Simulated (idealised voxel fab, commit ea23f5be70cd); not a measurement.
The process module presented herein is designated voxel local oxidation.
Square cell edge 5 nm, section width 285 nm, ID cut.
When this document writes out a cross-section, it uses a grid of square cells and lists it as bands, beginning at the top and moving down, with a band standing for one or more rows of cells.
Heights first: top, then bottom, in nm. Then materials, left to right, each with a width in nm. "throughout" on a single material: fills the band edge to edge. "empty": empty space.
Heights from 0 (as-received wafer is one material below). Bottom band endless downward, as "top 0, no bottom".
You'd read "30..40" like this: the band's top row of cells is as wide as the first number, its bottom row is as wide as the second, and going down, every row changes width by the same amount as the row before did.
What does "nothing got changed" mean for a step? It means no cell of the cross-section changed in that step.
Empty spaces without an open route to the top, at least 8 cells in extent, make up the entry "Voids, fully enclosed"; each is given as width x height at distance, where the distance is measured from the left edge, and all are in nm.
What comes after the settings on a step's line is commentary from the simulator itself on that step.
A step's line can hold "overlay nm"; with a mask on that step, the setting says how far right of the planned place the mask lay, while a negative setting says it lay to the left.
Pairs ahead. Before: cross-section ahead of one process step. After: cross-section once the step is done, shown to the lowest changed band only. Under each pair: that step, with settings. Caution: pairs may come from different runs of this module on the same starting wafer; a pair follows the pair above only where its "Before-step section" entry says so.
Before-step section:
- top 0, no bottom: Si throughout
- Voids, fully enclosed: none
Sectional Result:
- top 0, bottom -5: SiO2 throughout
- Beneath the level -5, the cross-section is identical to its previous state.
- Voids, fully enclosed: none
Step applied between the pre-step and post-step cross-sections shown above: OXIDIZE | depth nm 5
Before-step section: The pre-step condition corresponds to the post-step cross-section depicted in the pair directly above.
Sectional Result:
- top 10, bottom 0: SiN throughout
- Beneath the level 0, the cross-section is identical to its previous state.
- Voids, fully enclosed: none
Step applied between the pre-step and post-step cross-sections shown above: CONFORMAL_DEP | material SiN | thk nm 10
Before-step section: The pre-step condition corresponds to the post-step cross-section depicted in the pair directly above.
Sectional Result:
- top 20, bottom 10: aC throughout
- Beneath the level 10, the cross-section is identical to its previous state.
- Voids, fully enclosed: none
Step applied between the pre-step and post-step cross-sections shown above: DIRECTIONAL_DEP | material aC | thk nm 10
Before-step section: The pre-step condition corresponds to the post-step cross-section depicted in the pair directly above.
Sectional Result:
- top 45, bottom 20: 90 of empty / 100 of resist / 95 of empty
- Beneath the level 20, the cross-section is identical to its previous state.
- Voids, fully enclosed: none
Step applied between the pre-step and post-step cross-sections shown above: PATTERN | tone cover | mask id ACTIVE | material resist | width nm 100 | thk nm 25 | overlay nm 0
Before-step section: The pre-step condition corresponds to the post-step cross-section depicted in the pair directly above.
Sectional Result:
- top 35, bottom 20: 90 of empty / 100 of resist / 95 of empty
- top 20, bottom 10: 90 of empty / 100 of aC / 95 of empty
- Beneath the level 10, the cross-section is identical to its previous state.
- Voids, fully enclosed: none
Step applied between the pre-step and post-step cross-sections shown above: DIRECTIONAL_ETCH | etch materials aC | depth nm 10
Before-step section: The pre-step condition corresponds to the post-step cross-section depicted in the pair directly above.
Sectional Result:
- top 20, bottom 10: 90 of empty / 100 of aC / 95 of empty
- Beneath the level 10, the cross-section is identical to its previous state.
- Voids, fully enclosed: none
Step applied between the pre-step and post-step cross-sections shown above: STRIP | etch materials resist
Before-step section: The pre-step condition corresponds to the post-step cross-section depicted in the pair directly above.
Sectional Result:
- top 20, bottom 10: 90 of empty / 100 of aC / 95 of empty
- top 10, bottom 0: 90 of empty / 100 of SiN / 95 of empty
- Beneath the level 0, the cross-section is identical to its previous state.
- Voids, fully enclosed: none
Step applied between the pre-step and post-step cross-sections shown above: DIRECTIONAL_ETCH | etch materials SiN | depth nm 10
Before-step section: The pre-step condition corresponds to the post-step cross-section depicted in the pair directly above.
Sectional Result:
- top 10, bottom 0: 90 of empty / 100 of SiN / 95 of empty
- Beneath the level 0, the cross-section is identical to its previous state.
- Voids, fully enclosed: none
Step applied between the pre-step and post-step cross-sections shown above: STRIP | etch materials aC
Before-step section: The pre-step condition corresponds to the post-step cross-section depicted in the pair directly above.
Sectional Result:
- top 10, bottom 0: 90 of empty / 100 of SiN / 95 of empty
- top 0, bottom -5: 95 of empty / 90 of SiO2 / 100 of empty
- Beneath the level -5, the cross-section is identical to its previous state.
- Voids, fully enclosed: none
Step applied between the pre-step and post-step cross-sections shown above: SELECTIVE_ETCH | etch materials SiO2 | depth nm 5
Before-step section: The pre-step condition corresponds to the post-step cross-section depicted in the pair directly above.
Sectional Result:
- top 10, bottom 0: 90 of empty / 100 of SiN / 95 of empty
- top 0, bottom -5: 95 of empty / 90 of SiO2 / 100 of empty
- top -5, bottom -15: 105 of SiO2 / 70 of Si / 110 of SiO2
- Beneath the level -15, the cross-section is identical to its previous state.
- Voids, fully enclosed: none
Step applied between the pre-step and post-step cross-sections shown above: OXIDIZE | depth nm 10
Before-step section: The pre-step condition corresponds to the post-step cross-section depicted in the pair directly above.
Sectional Result:
- top 0, bottom -5: 95 of empty / 90 of SiO2 / 100 of empty
- Beneath the level -5, the cross-section is identical to its previous state.
- Voids, fully enclosed: none
Step applied between the pre-step and post-step cross-sections shown above: STRIP | etch materials SiN
Before-step section:
- top 35, bottom 20: 90 of empty / 100 of resist / 95 of empty
- top 20, bottom 10: 90 of empty / 100 of aC / 95 of empty
- top 10, bottom 0: SiN throughout
- top 0, bottom -5: SiO2 throughout
- top -5, no bottom: Si throughout
- Voids, fully enclosed: none
Sectional Result:
- top 35, bottom 20: 90 of empty / 100 of resist / 95 of empty
- top 20, bottom 10: 90 of empty / 100 of aC / 95 of empty
- top 10, bottom 0: 90 of empty / 100 of SiN / 95 of empty
- Beneath the level 0, the cross-section is identical to its previous state.
- Voids, fully enclosed: none
Step applied between the pre-step and post-step cross-sections shown above: DIRECTIONAL_ETCH | etch materials SiN | depth nm 10
Before-step section: The pre-step condition corresponds to the post-step cross-section depicted in the pair directly above.
Sectional Result:
- top 10, bottom 0: 90 of empty / 100 of SiN / 95 of empty
- Beneath the level 0, the cross-section is identical to its previous state.
- Voids, fully enclosed: none
Step applied between the pre-step and post-step cross-sections shown above: STRIP | etch materials aC
Before-step section:
- top 20, bottom 10: 90 of empty / 100 of aC / 95 of empty
- top 10, bottom 0: 90 of empty / 100 of SiN / 95 of empty
- top 0, bottom -5: SiO2 throughout
- top -5, no bottom: Si throughout
- Voids, fully enclosed: none
Sectional Result:
- top 20, bottom 10: 90 of empty / 100 of aC / 95 of empty
- top 10, bottom 0: 90 of empty / 100 of SiN / 95 of empty
- top 0, bottom -5: 95 of empty / 90 of SiO2 / 100 of empty
- Beneath the level -5, the cross-section is identical to its previous state.
- Voids, fully enclosed: none
Step applied between the pre-step and post-step cross-sections shown above: SELECTIVE_ETCH | etch materials SiO2 | depth nm 5
Before-step section: The pre-step condition corresponds to the post-step cross-section depicted in the pair directly above.
Sectional Result:
- top 10, bottom 0: 90 of empty / 100 of SiN / 95 of empty
- Beneath the level 0, the cross-section is identical to its previous state.
- Voids, fully enclosed: none
Step applied between the pre-step and post-step cross-sections shown above: STRIP | etch materials aC
Before-step section: The pre-step condition corresponds to the post-step cross-section depicted in the pair directly above.
Sectional Result:
- top 10, bottom 0: 90 of empty / 100 of SiN / 95 of empty
- top 0, bottom -5: 95 of empty / 90 of SiO2 / 100 of empty
- top -5, bottom -20: 110 of SiO2 / 60 of Si / 115 of SiO2
- Beneath the level -20, the cross-section is identical to its previous state.
- Voids, fully enclosed: none
Step applied between the pre-step and post-step cross-sections shown above: OXIDIZE | depth nm 15
Before-step section: The pre-step condition corresponds to the post-step cross-section depicted in the pair directly above.
Sectional Result:
- top 0, bottom -5: 95 of empty / 90 of SiO2 / 100 of empty
- Beneath the level -5, the cross-section is identical to its previous state.
- Voids, fully enclosed: none
Step applied between the pre-step and post-step cross-sections shown above: STRIP | etch materials SiN
Before-step section:
- top 20, bottom 10: aC throughout
- top 10, bottom 0: SiN throughout
- top 0, bottom -5: SiO2 throughout
- top -5, no bottom: Si throughout
- Voids, fully enclosed: none
Sectional Result:
- top 45, bottom 20: 90 of empty / 105 of resist / 90 of empty
- Beneath the level 20, the cross-section is identical to its previous state.
- Voids, fully enclosed: none
Step applied between the pre-step and post-step cross-sections shown above: PATTERN | tone cover | mask id ACTIVE | material resist | width nm 105 | thk nm 25 | overlay nm 0
Before-step section: The pre-step condition corresponds to the post-step cross-section depicted in the pair directly above.
Sectional Result:
- top 35, bottom 20: 90 of empty / 105 of resist / 90 of empty
- top 20, bottom 10: 90 of empty / 105 of aC / 90 of empty
- Beneath the level 10, the cross-section is identical to its previous state.
- Voids, fully enclosed: none
Step applied between the pre-step and post-step cross-sections shown above: DIRECTIONAL_ETCH | etch materials aC | depth nm 10
Before-step section: The pre-step condition corresponds to the post-step cross-section depicted in the pair directly above.
Sectional Result:
- top 20, bottom 10: 90 of empty / 105 of aC / 90 of empty
- Beneath the level 10, the cross-section is identical to its previous state.
- Voids, fully enclosed: none
Step applied between the pre-step and post-step cross-sections shown above: STRIP | etch materials resist
Before-step section: The pre-step condition corresponds to the post-step cross-section depicted in the pair directly above.
Sectional Result:
- top 20, bottom 10: 90 of empty / 105 of aC / 90 of empty
- top 10, bottom 0: 90 of empty / 105 of SiN / 90 of empty
- Beneath the level 0, the cross-section is identical to its previous state.
- Voids, fully enclosed: none
Step applied between the pre-step and post-step cross-sections shown above: DIRECTIONAL_ETCH | etch materials SiN | depth nm 10
Before-step section: The pre-step condition corresponds to the post-step cross-section depicted in the pair directly above.
Sectional Result:
- top 10, bottom 0: 90 of empty / 105 of SiN / 90 of empty
- Beneath the level 0, the cross-section is identical to its previous state.
- Voids, fully enclosed: none
Step applied between the pre-step and post-step cross-sections shown above: STRIP | etch materials aC
Before-step section: The pre-step condition corresponds to the post-step cross-section depicted in the pair directly above.
Sectional Result:
- top 10, bottom 0: 90 of empty / 105 of SiN / 90 of empty
- top 0, bottom -5: 95 of empty / 95 of SiO2 / 95 of empty
- Beneath the level -5, the cross-section is identical to its previous state.
- Voids, fully enclosed: none
Step applied between the pre-step and post-step cross-sections shown above: SELECTIVE_ETCH | etch materials SiO2 | depth nm 5
Before-step section: The pre-step condition corresponds to the post-step cross-section depicted in the pair directly above.
Sectional Result:
- top 10, bottom 0: 90 of empty / 105 of SiN / 90 of empty
- top 0, bottom -5: 95 of empty / 95 of SiO2 / 95 of empty
- top -5, bottom -15: 105 of SiO2 / 75 of Si / 105 of SiO2
- Beneath the level -15, the cross-section is identical to its previous state.
- Voids, fully enclosed: none
Step applied between the pre-step and post-step cross-sections shown above: OXIDIZE | depth nm 10
Before-step section: The pre-step condition corresponds to the post-step cross-section depicted in the pair directly above.
Sectional Result:
- top 0, bottom -5: 95 of empty / 95 of SiO2 / 95 of empty
- Beneath the level -5, the cross-section is identical to its previous state.
- Voids, fully enclosed: none
Step applied between the pre-step and post-step cross-sections shown above: STRIP | etch materials SiN
Before-step section:
- top 20, bottom 10: aC throughout
- top 10, bottom 0: SiN throughout
- top 0, bottom -5: SiO2 throughout
- top -5, no bottom: Si throughout
- Voids, fully enclosed: none
Sectional Result:
- top 45, bottom 20: 95 of empty / 100 of resist / 90 of empty
- Beneath the level 20, the cross-section is identical to its previous state.
- Voids, fully enclosed: none
Step applied between the pre-step and post-step cross-sections shown above: PATTERN | tone cover | mask id ACTIVE | material resist | width nm 100 | thk nm 25 | overlay nm 5
Before-step section: The pre-step condition corresponds to the post-step cross-section depicted in the pair directly above.
Sectional Result:
- top 35, bottom 20: 95 of empty / 100 of resist / 90 of empty
- top 20, bottom 10: 95 of empty / 100 of aC / 90 of empty
- Beneath the level 10, the cross-section is identical to its previous state.
- Voids, fully enclosed: none
Step applied between the pre-step and post-step cross-sections shown above: DIRECTIONAL_ETCH | etch materials aC | depth nm 10
Before-step section: The pre-step condition corresponds to the post-step cross-section depicted in the pair directly above.
Sectional Result:
- top 20, bottom 10: 95 of empty / 100 of aC / 90 of empty
- Beneath the level 10, the cross-section is identical to its previous state.
- Voids, fully enclosed: none
Step applied between the pre-step and post-step cross-sections shown above: STRIP | etch materials resist
Before-step section: The pre-step condition corresponds to the post-step cross-section depicted in the pair directly above.
Sectional Result:
- top 20, bottom 10: 95 of empty / 100 of aC / 90 of empty
- top 10, bottom 0: 95 of empty / 100 of SiN / 90 of empty
- Beneath the level 0, the cross-section is identical to its previous state.
- Voids, fully enclosed: none
Step applied between the pre-step and post-step cross-sections shown above: DIRECTIONAL_ETCH | etch materials SiN | depth nm 10
Before-step section: The pre-step condition corresponds to the post-step cross-section depicted in the pair directly above.
Sectional Result:
- top 10, bottom 0: 95 of empty / 100 of SiN / 90 of empty
- Beneath the level 0, the cross-section is identical to its previous state.
- Voids, fully enclosed: none
Step applied between the pre-step and post-step cross-sections shown above: STRIP | etch materials aC
Before-step section: The pre-step condition corresponds to the post-step cross-section depicted in the pair directly above.
Sectional Result:
- top 10, bottom 0: 95 of empty / 100 of SiN / 90 of empty
- top 0, bottom -5: 100 of empty / 90 of SiO2 / 95 of empty
- Beneath the level -5, the cross-section is identical to its previous state.
- Voids, fully enclosed: none
Step applied between the pre-step and post-step cross-sections shown above: SELECTIVE_ETCH | etch materials SiO2 | depth nm 5
Before-step section: The pre-step condition corresponds to the post-step cross-section depicted in the pair directly above.
Sectional Result:
- top 10, bottom 0: 95 of empty / 100 of SiN / 90 of empty
- top 0, bottom -5: 100 of empty / 90 of SiO2 / 95 of empty
- top -5, bottom -15: 110 of SiO2 / 70 of Si / 105 of SiO2
- Beneath the level -15, the cross-section is identical to its previous state.
- Voids, fully enclosed: none
Step applied between the pre-step and post-step cross-sections shown above: OXIDIZE | depth nm 10
Before-step section: The pre-step condition corresponds to the post-step cross-section depicted in the pair directly above.
Sectional Result:
- top 0, bottom -5: 100 of empty / 90 of SiO2 / 95 of empty
- Beneath the level -5, the cross-section is identical to its previous state.
- Voids, fully enclosed: none
Step applied between the pre-step and post-step cross-sections shown above: STRIP | etch materials SiN
Before-step section:
- top 0, bottom -5: SiO2 throughout
- top -5, no bottom: Si throughout
- Voids, fully enclosed: none
Sectional Result:
- top 10, bottom -5: SiO2 throughout
- Beneath the level -5, the cross-section is identical to its previous state.
- Voids, fully enclosed: none
Step applied between the pre-step and post-step cross-sections shown above: CONFORMAL_DEP | material SiO2 | thk nm 10
Before-step section: The pre-step condition corresponds to the post-step cross-section depicted in the pair directly above.
Sectional Result:
- top 20, bottom 10: aC throughout
- Beneath the level 10, the cross-section is identical to its previous state.
- Voids, fully enclosed: none
Step applied between the pre-step and post-step cross-sections shown above: DIRECTIONAL_DEP | material aC | thk nm 10
Before-step section: The pre-step condition corresponds to the post-step cross-section depicted in the pair directly above.
Sectional Result:
- top 45, bottom 20: 90 of empty / 100 of resist / 95 of empty
- Beneath the level 20, the cross-section is identical to its previous state.
- Voids, fully enclosed: none
Step applied between the pre-step and post-step cross-sections shown above: PATTERN | tone cover | mask id ACTIVE | material resist | width nm 100 | thk nm 25 | overlay nm 0
Before-step section: The pre-step condition corresponds to the post-step cross-section depicted in the pair directly above.
Sectional Result:
- top 35, bottom 20: 90 of empty / 100 of resist / 95 of empty
- top 20, bottom 10: 90 of empty / 100 of aC / 95 of empty
- Beneath the level 10, the cross-section is identical to its previous state.
- Voids, fully enclosed: none
Step applied between the pre-step and post-step cross-sections shown above: DIRECTIONAL_ETCH | etch materials aC | depth nm 10
Before-step section: The pre-step condition corresponds to the post-step cross-section depicted in the pair directly above.
Sectional Result:
- top 20, bottom 10: 90 of empty / 100 of aC / 95 of empty
- Beneath the level 10, the cross-section is identical to its previous state.
- Voids, fully enclosed: none
Step applied between the pre-step and post-step cross-sections shown above: STRIP | etch materials resist
Before-step section: The pre-step condition corresponds to the post-step cross-section depicted in the pair directly above.
Sectional Result:
- top 10, bottom -5: SiO2 throughout
- Beneath the level -5, the cross-section is identical to its previous state.
- Voids, fully enclosed: none
Step applied between the pre-step and post-step cross-sections shown above: STRIP | etch materials aC
Before-step section: The pre-step condition corresponds to the post-step cross-section depicted in the pair directly above.
Sectional Result:
- top 5, bottom -5: SiO2 throughout
- Beneath the level -5, the cross-section is identical to its previous state.
- Voids, fully enclosed: none
Step applied between the pre-step and post-step cross-sections shown above: SELECTIVE_ETCH | etch materials SiO2 | depth nm 5
Before-step section:
- top 20, bottom 10: aC throughout
- top 10, bottom 0: SiN throughout
- top 0, bottom -5: SiO2 throughout
- top -5, no bottom: Si throughout
- Voids, fully enclosed: none
Sectional Result:
- top 45, bottom 20: 90 of resist / 100 of empty / 95 of resist
- Beneath the level 20, the cross-section is identical to its previous state.
- Voids, fully enclosed: none
Step applied between the pre-step and post-step cross-sections shown above: PATTERN | tone open | mask id ACTIVE | material resist | width nm 100 | thk nm 25 | overlay nm 0
Before-step section: The pre-step condition corresponds to the post-step cross-section depicted in the pair directly above.
Sectional Result:
- top 35, bottom 20: 90 of resist / 100 of empty / 95 of resist
- top 20, bottom 10: 90 of aC / 100 of empty / 95 of aC
- Beneath the level 10, the cross-section is identical to its previous state.
- Voids, fully enclosed: none
Step applied between the pre-step and post-step cross-sections shown above: DIRECTIONAL_ETCH | etch materials aC | depth nm 10
Before-step section: The pre-step condition corresponds to the post-step cross-section depicted in the pair directly above.
Sectional Result:
- top 20, bottom 10: 90 of aC / 100 of empty / 95 of aC
- Beneath the level 10, the cross-section is identical to its previous state.
- Voids, fully enclosed: none
Step applied between the pre-step and post-step cross-sections shown above: STRIP | etch materials resist
Before-step section: The pre-step condition corresponds to the post-step cross-section depicted in the pair directly above.
Sectional Result:
- top 20, bottom 10: 90 of aC / 100 of empty / 95 of aC
- top 10, bottom 0: 90 of SiN / 100 of empty / 95 of SiN
- Beneath the level 0, the cross-section is identical to its previous state.
- Voids, fully enclosed: none
Step applied between the pre-step and post-step cross-sections shown above: DIRECTIONAL_ETCH | etch materials SiN | depth nm 10
Before-step section: The pre-step condition corresponds to the post-step cross-section depicted in the pair directly above.
Sectional Result:
- top 10, bottom 0: 90 of SiN / 100 of empty / 95 of SiN
- Beneath the level 0, the cross-section is identical to its previous state.
- Voids, fully enclosed: none
Step applied between the pre-step and post-step cross-sections shown above: STRIP | etch materials aC
Before-step section: The pre-step condition corresponds to the post-step cross-section depicted in the pair directly above.
Sectional Result:
- top 10, bottom 0: 90 of SiN / 100 of empty / 95 of SiN
- top 0, bottom -5: 85 of SiO2 / 110 of empty / 90 of SiO2
- Beneath the level -5, the cross-section is identical to its previous state.
- Voids, fully enclosed: none
Step applied between the pre-step and post-step cross-sections shown above: SELECTIVE_ETCH | etch materials SiO2 | depth nm 5
Before-step section: The pre-step condition corresponds to the post-step cross-section depicted in the pair directly above.
Sectional Result:
- top 10, bottom 0: 90 of SiN / 100 of empty / 95 of SiN
- top 0, bottom -5: 85 of SiO2 / 110 of empty / 90 of SiO2
- top -5, bottom -15: 75 of Si / 130 of SiO2 / 80 of Si
- Beneath the level -15, the cross-section is identical to its previous state.
- Voids, fully enclosed: none
Step applied between the pre-step and post-step cross-sections shown above: OXIDIZE | depth nm 10
Before-step section: The pre-step condition corresponds to the post-step cross-section depicted in the pair directly above.
Sectional Result:
- top 0, bottom -5: 85 of SiO2 / 110 of empty / 90 of SiO2
- Beneath the level -5, the cross-section is identical to its previous state.
- Voids, fully enclosed: none
Step applied between the pre-step and post-step cross-sections shown above: STRIP | etch materials SiN
